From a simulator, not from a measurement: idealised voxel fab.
process module | voxel self aligned vias
cross-section cut | 270 nm wide | cells 5 nm
A cross-section is a grid of square cells, given in bands from the top down. A band is one or more rows of cells.
Each band's line starts with the height of the band's top and of its bottom, in nm. Then come its materials from left to right, each with its width in nm. One material with "throughout" fills the band from edge to edge. "air" is empty space.
Height 0 is the level under which the wafer as received is all one material. The lowest band goes on downwards, as in "0 down".
A width such as "30 to 40" changes by the same amount from each row of cells to the next, from the band's top row to its bottom row.
"no change" after a step means that no cell of the cross-section changed.
closed voids: empty space of 8 cells or more with no open way to the top, each as width x height at its distance from the left edge, in nm
after a step's settings: what the simulator itself notes on the step
overlay nm, on a step with a mask: how far to the right of its planned place the mask lay; to the left if negative
plan
1 op RECEIVE | material Si
2 op CONFORMAL_DEP | material SiO2 | thk nm 15
3 op CONFORMAL_DEP | material SiCN | thk nm 5
4 op DIRECTIONAL_DEP | material SiO2 | thk nm 25
5 op DIRECTIONAL_DEP | material aC | thk nm 15
6 op PATTERN | tone open | mask id LINES | material resist | width nm 25 | pitch nm 65 | thk nm 35 | overlay nm 0
7 op DIRECTIONAL_ETCH | etch materials aC | depth nm 15
8 op STRIP | etch materials resist
9 op DIRECTIONAL_ETCH | etch materials SiO2 | depth nm 25
10 op STRIP | etch materials aC
11 op CONFORMAL_DEP | material TiN | thk nm 5
12 op FILL_DEP | material W | thk nm 10
13 op CMP | height nm 45
14 op SELECTIVE_ETCH | etch materials W Ru TiN | depth nm 10
15 op FILL_DEP | material SiN | thk nm 10
16 op CMP | height nm 45
17 op DIRECTIONAL_DEP | material SiO2 | thk nm 20
18 op DIRECTIONAL_DEP | material aC | thk nm 15
19 op PATTERN | tone open | mask id VIAS | material resist | width nm 35 | pitch nm 65 | thk nm 35 | overlay nm 0
20 op DIRECTIONAL_ETCH | etch materials aC | depth nm 15
21 op STRIP | etch materials resist
22 op DIRECTIONAL_ETCH | etch materials SiO2 | depth nm 20
23 op DIRECTIONAL_ETCH | etch materials SiN | depth nm 10
24 op STRIP | etch materials aC
25 op CONFORMAL_DEP | material TiN | thk nm 5
26 op FILL_DEP | material W | thk nm 10
27 op CMP | height nm 65
28 op CONFORMAL_DEP | material SiN | thk nm 5
as received, after step 1
  0 down: Si throughout
  closed voids: none
first wafer at the end, as planned
  70 to 65: SiN throughout
  65 to 50: SiO2 85 | TiN 5 | W 25 | TiN 5 | SiO2 30 | TiN 5 | W 25 | TiN 5 | SiO2 85
  50 to 40: SiO2 85 to 90 | TiN 10 to 5 | W 15 | TiN 10 to 5 | SiO2 30 to 40 | TiN 10 to 5 | W 15 | TiN 10 to 5 | SiO2 85 to 90
  40 to 35: SiO2 90 | TiN 25 | SiO2 40 | TiN 25 | SiO2 90
  35 to 25: SiO2 90 | TiN 5 | W 15 | TiN 5 | SiO2 40 | TiN 5 | W 15 | TiN 5 | SiO2 90
  25 to 20: SiO2 90 | TiN 25 | SiO2 40 | TiN 25 | SiO2 90
  20 to 15: SiCN throughout
  15 to 0: SiO2 throughout
  0 down: Si throughout
  closed voids: none
second wafer at the end: like start, like plan, one mistake
  70 to 65: SiN throughout
  65 to 50: SiO2 80 | TiN 5 | W 25 | TiN 5 | SiO2 30 | TiN 5 | W 25 | TiN 5 | SiO2 90
  50 to 40: SiO2 80 to 90 | TiN 15 to 5 | W 15 | TiN 5 | SiO2 30 to 40 | TiN 15 to 5 | W 15 | TiN 5 | SiO2 90
  40 to 35: SiO2 90 | TiN 25 | SiO2 40 | TiN 25 | SiO2 90
  35 to 25: SiO2 90 | TiN 5 | W 15 | TiN 5 | SiO2 40 | TiN 5 | W 15 | TiN 5 | SiO2 90
  25 to 20: SiO2 90 | TiN 25 | SiO2 40 | TiN 25 | SiO2 90
  20 to 15: SiCN throughout
  15 to 0: SiO2 throughout
  0 down: Si throughout
  closed voids: none
what went wrong: step 19 ran as: op PATTERN | tone open | mask id VIAS | material resist | width nm 35 | pitch nm 65 | thk nm 35 | overlay nm -5
at the end the second wafer has, in cells: as many of each material as the first, in other places
